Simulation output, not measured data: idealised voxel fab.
Process module in this document: voxel wiring stack
For reference, the cross-section in this document is cut, with width 225 nm and square cells of 5 nm.
Cross-section spec: square-cell grid; bands listed top down; each band is one or more rows.
The entry gives the band's vertical extent as a top height and a bottom height in nm, then its horizontal make-up as materials from left to right, each with a width in nm. "blank" stands for empty space; a single material marked "throughout" fills the band edge to edge.
Heights are measured from 0, the level below which the as-received wafer is all one material; the lowest band has no bottom and continues downward, written as in "top 0, no bottom".
Width "30 to 40": first value at the band's top row of cells, second value at its bottom row, equal change from row to row.
Step marked "stayed the same"? Then no cell in the cross-section changed in it.
Enclosed voids (no open way to top), threshold 8 cells or more, entry "Encapsulated voids", notation width x height at distance, distance from left edge, nm.
Text after the settings on a step's line: the simulator's own remark on that step.
overlay nm: step with mask; distance mask lay right of planned place; negative value = left of planned place.

# Process steps - plan
1: RECEIVE | material Si
2: CONFORMAL_DEP | material SiO2 | thk nm 10
3: DIRECTIONAL_DEP | material TiN | thk nm 5
4: DIRECTIONAL_DEP | material W | thk nm 20
5: DIRECTIONAL_DEP | material aC | thk nm 15
6: PATTERN | tone cover | mask id METAL_1 | material resist | width nm 30 | pitch nm 55 | thk nm 30 | overlay nm 0
7: DIRECTIONAL_ETCH | etch materials aC | depth nm 15
8: STRIP | etch materials resist
9: DIRECTIONAL_ETCH | etch materials W | depth nm 20
10: DIRECTIONAL_ETCH | etch materials TiN | depth nm 5
11: STRIP | etch materials aC
12: CONFORMAL_DEP | material SiCN | thk nm 5
13: FILL_DEP | material lowk | thk nm 5
14: CMP | height nm 35
15: CONFORMAL_DEP | material SiCN | thk nm 5
16: DIRECTIONAL_DEP | material SiO2 | thk nm 35
17: DIRECTIONAL_DEP | material aC | thk nm 15
18: PATTERN | tone open | mask id METAL_2 | material resist | width nm 30 | pitch nm 55 | thk nm 35 | overlay nm 0
19: DIRECTIONAL_ETCH | etch materials aC | depth nm 15
20: STRIP | etch materials resist
21: DIRECTIONAL_ETCH | etch materials SiO2 | depth nm 20
22: STRIP | etch materials aC
23: DIRECTIONAL_DEP | material aC | thk nm 15
24: PATTERN | tone open | mask id METAL_2_HOLES | material resist | width nm 15 | pitch nm 55 | thk nm 35 | overlay nm 0
25: DIRECTIONAL_ETCH | etch materials aC | depth nm 15
26: STRIP | etch materials resist
27: DIRECTIONAL_ETCH | etch materials SiO2 | depth nm 15
28: DIRECTIONAL_ETCH | etch materials SiCN | depth nm 5
29: STRIP | etch materials aC
30: CONFORMAL_DEP | material TiN | thk nm 5
31: FILL_DEP | material Ru | thk nm 10
32: CMP | height nm 75
33: CONFORMAL_DEP | material SiCN | thk nm 5
34: DIRECTIONAL_DEP | material lowk | thk nm 10
35: DIRECTIONAL_DEP | material aC | thk nm 10
36: PATTERN | tone open | mask id PLUG_2 | material resist | width nm 15 | pitch nm 55 | thk nm 30 | overlay nm 0
37: DIRECTIONAL_ETCH | etch materials aC | depth nm 10
38: STRIP | etch materials resist
39: DIRECTIONAL_ETCH | etch materials lowk | depth nm 10
40: DIRECTIONAL_ETCH | etch materials SiCN | depth nm 5
41: STRIP | etch materials aC
42: CONFORMAL_DEP | material TiN | thk nm 5
43: FILL_DEP | material W | thk nm 10
44: CMP | height nm 90
45: DIRECTIONAL_DEP | material TiN | thk nm 5
46: DIRECTIONAL_DEP | material Ru | thk nm 25
47: DIRECTIONAL_DEP | material aC | thk nm 10
48: PATTERN | tone cover | mask id METAL_3 | material resist | width nm 30 | pitch nm 55 | thk nm 25 | overlay nm 0
49: DIRECTIONAL_ETCH | etch materials aC | depth nm 10
50: STRIP | etch materials resist
51: DIRECTIONAL_ETCH | etch materials Ru | depth nm 25
52: DIRECTIONAL_ETCH | etch materials TiN | depth nm 5
53: STRIP | etch materials aC
54: CONFORMAL_DEP | material SiCN | thk nm 5
55: FILL_DEP | material lowk | thk nm 10
56: CMP | height nm 120
57: CONFORMAL_DEP | material SiN | thk nm 5

# Cross-section of the incoming wafer, state after step 1
top 0, no bottom: Si throughout
Encapsulated voids: none

# Cross-section, first of two wafers, end of module, run as planned
top 125, bottom 120: SiN throughout
top 120, bottom 95: lowk (10), then SiCN (5), then Ru (30), then SiCN (5), then lowk (15), then SiCN (5), then Ru (30), then SiCN (5), then lowk (15), then SiCN (5), then Ru (30), then SiCN (5), then lowk (15), then SiCN (5), then Ru (30), then SiCN (5), then lowk (10)
top 95, bottom 90: SiCN (15), then TiN (30), then SiCN (25), then TiN (30), then SiCN (25), then TiN (30), then SiCN (25), then TiN (30), then SiCN (15)
top 90, bottom 80: lowk (15), then TiN (5), then W (5), then TiN (5), then lowk (40), then TiN (5), then W (5), then TiN (5), then lowk (40), then TiN (5), then W (5), then TiN (5), then lowk (40), then TiN (5), then W (5), then TiN (5), then lowk (30)
top 80, bottom 75: SiCN (15), then TiN (15), then SiCN (40), then TiN (15), then SiCN (40), then TiN (15), then SiCN (40), then TiN (15), then SiCN (30)
top 75, bottom 60: SiO2 (15), then TiN (5), then Ru (20), then TiN (5), then SiO2 (25), then TiN (5), then Ru (20), then TiN (5), then SiO2 (25), then TiN (5), then Ru (20), then TiN (5), then SiO2 (25), then TiN (5), then Ru (20), then TiN (5), then SiO2 (15)
top 60, bottom 55: SiO2 (15), then TiN (5), then Ru (5), then TiN (20), then SiO2 (25), then TiN (5), then Ru (5), then TiN (20), then SiO2 (25), then TiN (5), then Ru (5), then TiN (20), then SiO2 (25), then TiN (5), then Ru (5), then TiN (20), then SiO2 (15)
top 55, bottom 40: SiO2 (15), then TiN (5), then Ru (5), then TiN (5), then SiO2 (40), then TiN (5), then Ru (5), then TiN (5), then SiO2 (40), then TiN (5), then Ru (5), then TiN (5), then SiO2 (40), then TiN (5), then Ru (5), then TiN (5), then SiO2 (30)
top 40, bottom 35: SiCN (15), then TiN (15), then SiCN (40), then TiN (15), then SiCN (40), then TiN (15), then SiCN (40), then TiN (15), then SiCN (30)
top 35, bottom 15: lowk (10), then SiCN (5), then W (30), then SiCN (5), then lowk (15), then SiCN (5), then W (30), then SiCN (5), then lowk (15), then SiCN (5), then W (30), then SiCN (5), then lowk (15), then SiCN (5), then W (30), then SiCN (5), then lowk (10)
top 15, bottom 10: SiCN (15), then TiN (30), then SiCN (25), then TiN (30), then SiCN (25), then TiN (30), then SiCN (25), then TiN (30), then SiCN (15)
top 10, bottom 0: SiO2 throughout
top 0, no bottom: Si throughout
Encapsulated voids: none

# Second wafer of the two, sectioned at the end of the module. It began like the first and followed the same plan, but one mistake was made while running it
top 125, bottom 120: SiN throughout
top 120, bottom 95: lowk (10), then SiCN (5), then Ru (30), then SiCN (5), then lowk (15), then SiCN (5), then Ru (30), then SiCN (5), then lowk (15), then SiCN (5), then Ru (30), then SiCN (5), then lowk (15), then SiCN (5), then Ru (30), then SiCN (5), then lowk (10)
top 95, bottom 90: SiCN (15), then TiN (30), then SiCN (25), then TiN (30), then SiCN (25), then TiN (30), then SiCN (25), then TiN (30), then SiCN (15)
top 90, bottom 80: lowk (15), then TiN (5), then W (5), then TiN (5), then lowk (40), then TiN (5), then W (5), then TiN (5), then lowk (40), then TiN (5), then W (5), then TiN (5), then lowk (40), then TiN (5), then W (5), then TiN (5), then lowk (30)
top 80, bottom 75: SiCN (15), then TiN (15), then SiCN (40), then TiN (15), then SiCN (40), then TiN (15), then SiCN (40), then TiN (15), then SiCN (30)
top 75, bottom 45: SiO2 (15), then TiN (5), then Ru (20), then TiN (5), then SiO2 (25), then TiN (5), then Ru (20), then TiN (5), then SiO2 (25), then TiN (5), then Ru (20), then TiN (5), then SiO2 (25), then TiN (5), then Ru (20), then TiN (5), then SiO2 (15)
top 45, bottom 40: SiO2 (15), then TiN (5), then Ru (5), then TiN (20), then SiO2 (25), then TiN (5), then Ru (5), then TiN (20), then SiO2 (25), then TiN (5), then Ru (5), then TiN (20), then SiO2 (25), then TiN (5), then Ru (5), then TiN (20), then SiO2 (15)
top 40, bottom 35: SiCN (15), then TiN (15), then SiCN (40), then TiN (15), then SiCN (40), then TiN (15), then SiCN (40), then TiN (15), then SiCN (30)
top 35, bottom 15: lowk (10), then SiCN (5), then W (30), then SiCN (5), then lowk (15), then SiCN (5), then W (30), then SiCN (5), then lowk (15), then SiCN (5), then W (30), then SiCN (5), then lowk (15), then SiCN (5), then W (30), then SiCN (5), then lowk (10)
top 15, bottom 10: SiCN (15), then TiN (30), then SiCN (25), then TiN (30), then SiCN (25), then TiN (30), then SiCN (25), then TiN (30), then SiCN (15)
top 10, bottom 0: SiO2 throughout
top 0, no bottom: Si throughout
Encapsulated voids: none
What broke from the plan during processing? plan step 21 was conducted twice
Counted in cells at the end, the second wafer holds more or fewer of these materials than the first: Ru +36, SiO2 -36
